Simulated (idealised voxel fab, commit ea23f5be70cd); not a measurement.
process module | voxel self aligned vias
cross-section cut | 255 nm wide | cells 5 nm
A cross-section is a grid of square cells, given in bands from the top down. A band is one or more rows of cells.
Each band's line starts with the height of the band's top and of its bottom, in nm. Then come its materials from left to right, each with its width in nm. One material with "throughout" fills the band from edge to edge. "air" is empty space.
Height 0 is the level under which the wafer as received is all one material. The lowest band goes on downwards, as in "0 down".
A width such as "30 to 40" changes by the same amount from each row of cells to the next, from the band's top row to its bottom row.
"no change" after a step means that no cell of the cross-section changed.
closed voids: empty space of 8 cells or more with no open way to the top, each as width x height at its distance from the left edge, in nm
after a step's settings: what the simulator itself notes on the step
overlay nm, on a step with a mask: how far to the right of its planned place the mask lay; to the left if negative
plan
1 op RECEIVE | material Si
2 op CONFORMAL_DEP | material SiO2 | thk nm 10
3 op CONFORMAL_DEP | material SiCN | thk nm 5
4 op DIRECTIONAL_DEP | material lowk | thk nm 25
5 op DIRECTIONAL_DEP | material aC | thk nm 10
6 op PATTERN | tone open | mask id LINES | material resist | width nm 25 | pitch nm 65 | thk nm 25 | overlay nm 0
7 op DIRECTIONAL_ETCH | etch materials aC | depth nm 10
8 op STRIP | etch materials resist
9 op DIRECTIONAL_ETCH | etch materials lowk | depth nm 25
10 op STRIP | etch materials aC
11 op CONFORMAL_DEP | material TiN | thk nm 5
12 op FILL_DEP | material W | thk nm 10
13 op CMP | height nm 40
14 op SELECTIVE_ETCH | etch materials W Ru TiN | depth nm 5
15 op FILL_DEP | material SiN | thk nm 5
16 op CMP | height nm 40
17 op DIRECTIONAL_DEP | material lowk | thk nm 15
18 op MASKED_ETCH | tone open | mask id VIAS | width nm 45 | pitch nm 130 | etch materials lowk | depth nm 15 | overlay nm 0
19 op MASKED_ETCH | tone open | mask id VIAS | width nm 45 | pitch nm 130 | etch materials SiN | depth nm 5 | overlay nm 0
20 op CONFORMAL_DEP | material TiN | thk nm 5
21 op FILL_DEP | material Ru | thk nm 5
22 op CMP | height nm 45
23 op CONFORMAL_DEP | material SiN | thk nm 5
varied across the wafers: height nm of step 22. The plan shows the first wafer's value. All wafers start alike
first wafer as received, after step 1
  0 down: Si throughout
  closed voids: none
first wafer at the end, after step 23
  50 to 45: SiN throughout
  45 to 40: lowk 40 | TiN 15 | Ru 15 | TiN 15 | lowk 85 | TiN 15 | Ru 15 | TiN 15 | lowk 40
  40 to 35: lowk 50 | TiN 25 | lowk 40 | SiN 25 | lowk 40 | TiN 25 | lowk 50
  35 to 20: lowk 50 | TiN 5 | W 15 | TiN 5 | lowk 40 | TiN 5 | W 15 | TiN 5 | lowk 40 | TiN 5 | W 15 | TiN 5 | lowk 50
  20 to 15: lowk 50 | TiN 25 | lowk 40 | TiN 25 | lowk 40 | TiN 25 | lowk 50
  15 to 10: SiCN throughout
  10 to 0: SiO2 throughout
  0 down: Si throughout
  closed voids: none
last wafer at the end
  70 to 65: SiN throughout
  65 to 60: Ru throughout
  60 to 55: TiN 45 | Ru 35 | TiN 95 | Ru 35 | TiN 45
  55 to 45: lowk 40 | TiN 5 | Ru 35 | TiN 5 | lowk 85 | TiN 5 | Ru 35 | TiN 5 | lowk 40
  45 to 40: lowk 40 | TiN 15 | Ru 15 | TiN 15 | lowk 85 | TiN 15 | Ru 15 | TiN 15 | lowk 40
  40 to 35: lowk 50 | TiN 25 | lowk 40 | SiN 25 | lowk 40 | TiN 25 | lowk 50
  35 to 20: lowk 50 | TiN 5 | W 15 | TiN 5 | lowk 40 | TiN 5 | W 15 | TiN 5 | lowk 40 | TiN 5 | W 15 | TiN 5 | lowk 50
  20 to 15: lowk 50 | TiN 25 | lowk 40 | TiN 25 | lowk 40 | TiN 25 | lowk 50
  15 to 10: SiCN throughout
  10 to 0: SiO2 throughout
  0 down: Si throughout
  closed voids: none
each wafer at the end: cells of each material gained (+) or lost (-) since it was received, then its closed voids
height nm 45 | +6 Ru | +51 SiCN | +56 SiN | +102 SiO2 | +55 TiN | +27 W | +213 lowk | closed voids: none
height nm 50 | +20 Ru | +51 SiCN | +56 SiN | +102 SiO2 | +59 TiN | +27 W | +246 lowk | closed voids: none
height nm 55 | +34 Ru | +51 SiCN | +56 SiN | +102 SiO2 | +63 TiN | +27 W | +279 lowk | closed voids: none
height nm 60 | +48 Ru | +51 SiCN | +56 SiN | +102 SiO2 | +100 TiN | +27 W | +279 lowk | closed voids: none
height nm 65 | +99 Ru | +51 SiCN | +56 SiN | +102 SiO2 | +100 TiN | +27 W | +279 lowk | closed voids: none
